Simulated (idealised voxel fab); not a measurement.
The process module that follows is named voxel self aligned vias.
Each square cell in cross-section cut measures 5 nm, and the section as a whole is 150 nm wide.
Format of a cross-section: grid, square cells. Given as bands. Order: top down. Band: one or more rows of cells.
In this notation a band is specified by the heights of its top and bottom, in that order and in nm, after which its materials appear from left to right, each paired with its width in nm. The word "all across" attached to a single material means that material fills the band from edge to edge; the word "air" stands for empty space.
Counting heights begins at 0, where everything beneath is, in the wafer as received, one material. The lowest band has no bottom; it goes on downwards, as "top 0, no bottom" shows.
Quick explanation for "30..40": the width changes in equal steps down the rows of cells, from the first number in the band's top row to the second number in its bottom row.
You'll sometimes find "remained the same" written for a step, and that's the way of saying that nowhere in the cross-section did a cell change during that step.
Empty spaces without an open route to the top, at least 8 cells in extent, make up the entry "Closed-off voids"; each is given as width x height at distance, where the distance is measured from the left edge, and all are in nm.
On each step's line, the part that comes after the settings is the simulator's own comment on the step.
Regarding "overlay nm": on a step with a mask, it is the distance the mask lay to the right of its planned place; a negative value places it to the left.

PROCESS STEPS - PLAN
1. RECEIVE | material Si
2. CONFORMAL_DEP | material SiO2 | thk nm 10
3. CONFORMAL_DEP | material SiCN | thk nm 5
4. DIRECTIONAL_DEP | material lowk | thk nm 20
5. DIRECTIONAL_DEP | material aC | thk nm 15
6. PATTERN | tone open | mask id LINES | material resist | width nm 30 | pitch nm 65 | thk nm 30 | overlay nm 0
7. DIRECTIONAL_ETCH | etch materials aC | depth nm 15
8. STRIP | etch materials resist
9. DIRECTIONAL_ETCH | etch materials lowk | depth nm 20
10. STRIP | etch materials aC
11. CONFORMAL_DEP | material TiN | thk nm 5
12. FILL_DEP | material Ru | thk nm 10
13. CMP | height nm 35
14. SELECTIVE_ETCH | etch materials W Ru TiN | depth nm 10
15. FILL_DEP | material SiN | thk nm 10
16. CMP | height nm 35
17. DIRECTIONAL_DEP | material lowk | thk nm 20
18. PATTERN | tone open | mask id VIAS | material resist | width nm 40 | thk nm 20 | overlay nm 0
19. DIRECTIONAL_ETCH | etch materials lowk | depth nm 20
20. DIRECTIONAL_ETCH | etch materials SiN | depth nm 10
21. STRIP | etch materials resist
22. CONFORMAL_DEP | material TiN | thk nm 5
23. FILL_DEP | material Ru | thk nm 10
24. CMP | height nm 55
25. CONFORMAL_DEP | material SiN | thk nm 5

CROSS-SECTION OF THE WAFER AS IT CAME TO US, I.E., ALREADY THROUGH STEP 1
  top 0, no bottom = Si all across
  Closed-off voids: none

THIS IS HOW THE WAFER LOOKS IN CROSS-SECTION ONCE THE MODULE IS DONE, GIVEN THE STARTING STATE AND PLAN ABOVE AND ONE MISTAKE IN CARRYING THE PLAN OUT
  top 60, bottom 55 = SiN all across
  top 55, bottom 50 = Ru all across
  top 50, bottom 45 = TiN (25)  Ru (30)  TiN (95)
  top 45, bottom 35 = lowk (20)  TiN (5)  Ru (30)  TiN (5)  lowk (90)
  top 35, bottom 30 = lowk (20)  TiN (5)  Ru (30)  TiN (5)  lowk (30)  SiN (30)  lowk (30)
  top 30, bottom 25 = lowk (20)  TiN (40)  lowk (30)  SiN (30)  lowk (30)
  top 25, bottom 20 = lowk (25)  TiN (5)  Ru (20)  TiN (5)  lowk (35)  TiN (5)  Ru (20)  TiN (5)  lowk (30)
  top 20, bottom 15 = lowk (25)  TiN (30)  lowk (35)  TiN (30)  lowk (30)
  top 15, bottom 10 = SiCN all across
  top 10, bottom 0 = SiO2 all across
  top 0, no bottom = Si all across
  Closed-off voids: none
So what did we get wrong on this run? step 17 deviated from plan and actually ran as DIRECTIONAL_DEP | material lowk | thk nm 10
